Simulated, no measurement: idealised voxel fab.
voxel self aligned vias: a process module
Displayed cross-section: cut, width of 260 nm, square cells sized 5 nm.
Format of a cross-section: grid, square cells. Given as bands. Order: top down. Band: one or more rows of cells.
Band: top height; bottom height; in nm. Then, left to right: material with width in nm, for each material. "everywhere": a single material spanning edge to edge. "blank": empty space.
Heights are expressed relative to 0, this being the level below which the as-received wafer comprises one material exclusively. The lowest band is unbounded in the downward direction and is denoted as in "0 -> down".
A width given as "30..40" starts at the first number in the band's top row and ends at the second number in its bottom row, shifting by an equal amount at every step from row to row.
Basically "remained the same" means that step didn't change any cell in the cross-section.
"Listed closed voids" - sealed voids, min. 8 cells, no opening to top; format: width x height at distance (distance from left edge; nm throughout).
On each step's line, the part that comes after the settings is the simulator's own comment on the step.
"overlay nm", when on a step's line for a step with a mask, measures how far to the right of its planned place the mask lay; a negative measure means to the left.
# Process steps - plan
- 1: RECEIVE: material Si
- 2: CONFORMAL_DEP: material SiO2, thk nm 10
- 3: CONFORMAL_DEP: material SiCN, thk nm 5
- 4: DIRECTIONAL_DEP: material lowk, thk nm 30
- 5: DIRECTIONAL_DEP: material aC, thk nm 15
- 6: PATTERN: tone open, mask id LINES, material resist, width nm 20, pitch nm 60, thk nm 30, overlay nm 0
- 7: DIRECTIONAL_ETCH: etch materials aC, depth nm 15
- 8: STRIP: etch materials resist
- 9: DIRECTIONAL_ETCH: etch materials lowk, depth nm 30
- 10: STRIP: etch materials aC
- 11: CONFORMAL_DEP: material TiN, thk nm 5
- 12: FILL_DEP: material Ru, thk nm 5
- 13: CMP: height nm 45
- 14: SELECTIVE_ETCH: etch materials W Ru TiN, depth nm 5
- 15: FILL_DEP: material SiN, thk nm 5
- 16: CMP: height nm 45
- 17: DIRECTIONAL_DEP: material lowk, thk nm 20
- 18: MASKED_ETCH: tone open, mask id VIAS, width nm 40, pitch nm 60, etch materials lowk, depth nm 20, overlay nm 0
- 19: MASKED_ETCH: tone open, mask id VIAS, width nm 40, pitch nm 60, etch materials SiN, depth nm 5, overlay nm 0
- 20: CONFORMAL_DEP: material TiN, thk nm 5
- 21: FILL_DEP: material W, thk nm 5
- 22: CMP: height nm 65
- 23: CONFORMAL_DEP: material SiN, thk nm 5
# This is the cross-section of the wafer as we received it, i.e. after step 1
	0 -> down  Si everywhere
	Listed closed voids: none
# The plan above was carried out on the starting structure above with one mistake, and this cross-section shows the wafer at the end of the module
	70 -> 65  SiN everywhere
	65 -> 60  W everywhere
	60 -> 55  TiN 85 nm; W 30 nm; TiN 30 nm; W 30 nm; TiN 85 nm
	55 -> 45  lowk 80 nm; TiN 5 nm; W 30 nm; TiN 5 nm; lowk 20 nm; TiN 5 nm; W 30 nm; TiN 5 nm; lowk 80 nm
	45 -> 40  lowk 80 nm; TiN 40 nm; lowk 20 nm; TiN 40 nm; lowk 80 nm
	40 -> 35  lowk 80 nm; TiN 15 nm; Ru 10 nm; TiN 15 nm; lowk 20 nm; TiN 15 nm; Ru 10 nm; TiN 15 nm; lowk 80 nm
	35 -> 20  lowk 90 nm; TiN 5 nm; Ru 10 nm; TiN 5 nm; lowk 40 nm; TiN 5 nm; Ru 10 nm; TiN 5 nm; lowk 90 nm
	20 -> 15  lowk 90 nm; TiN 20 nm; lowk 40 nm; TiN 20 nm; lowk 90 nm
	15 -> 10  SiCN everywhere
	10 -> 0  SiO2 everywhere
	0 -> down  Si everywhere
	Listed closed voids: none
Error vs. plan: in deviation from the planned setting, step 17 was conducted as DIRECTIONAL_DEP: material lowk, thk nm 10
